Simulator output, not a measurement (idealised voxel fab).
process module | voxel trench capacitor
cross-section cut | 285 nm wide | cells 5 nm
A cross-section is a grid of square cells, given in bands from the top down. A band is one or more rows of cells.
Each band's line starts with the height of the band's top and of its bottom, in nm. Then come its materials from left to right, each with its width in nm. One material with "throughout" fills the band from edge to edge. "air" is empty space.
Height 0 is the level under which the wafer as received is all one material. The lowest band goes on downwards, as in "0 down".
A width such as "30 to 40" changes by the same amount from each row of cells to the next, from the band's top row to its bottom row.
"no change" after a step means that no cell of the cross-section changed.
closed voids: empty space of 8 cells or more with no open way to the top, each as width x height at its distance from the left edge, in nm
after a step's settings: what the simulator itself notes on the step
overlay nm, on a step with a mask: how far to the right of its planned place the mask lay; to the left if negative
plan
1 op RECEIVE | material Si
2 op CONFORMAL_DEP | material SiN | thk nm 10
3 op PATTERN | tone open | mask id TRENCH | material resist | width nm 20 | pitch nm 50 | thk nm 15 | overlay nm 0
4 op DIRECTIONAL_ETCH | etch materials SiN | depth nm 10
5 op DIRECTIONAL_ETCH | etch materials Si | depth nm 35
6 op STRIP | etch materials resist
7 op CONFORMAL_DEP | material SiO2 | thk nm 5
8 op FILL_DEP | material polySi | thk nm 5
9 op CMP | height nm 10
as received, after step 1
  0 down: Si throughout
  closed voids: none
a wafer at the end: this start, this plan, one mistake
  10 to 5: SiO2 110 | polySi 10 | SiO2 40 | polySi 10 | SiO2 115
  5 to 0: SiN 105 | SiO2 5 | polySi 10 | SiO2 5 | SiN 30 | SiO2 5 | polySi 10 | SiO2 5 | SiN 110
  0 to -30: Si 105 | SiO2 5 | polySi 10 | SiO2 5 | Si 30 | SiO2 5 | polySi 10 | SiO2 5 | Si 110
  -30 to -35: Si 105 | SiO2 20 | Si 30 | SiO2 20 | Si 110
  -35 down: Si throughout
  closed voids: none
what went wrong: step 2 ran as: op CONFORMAL_DEP | material SiN | thk nm 5
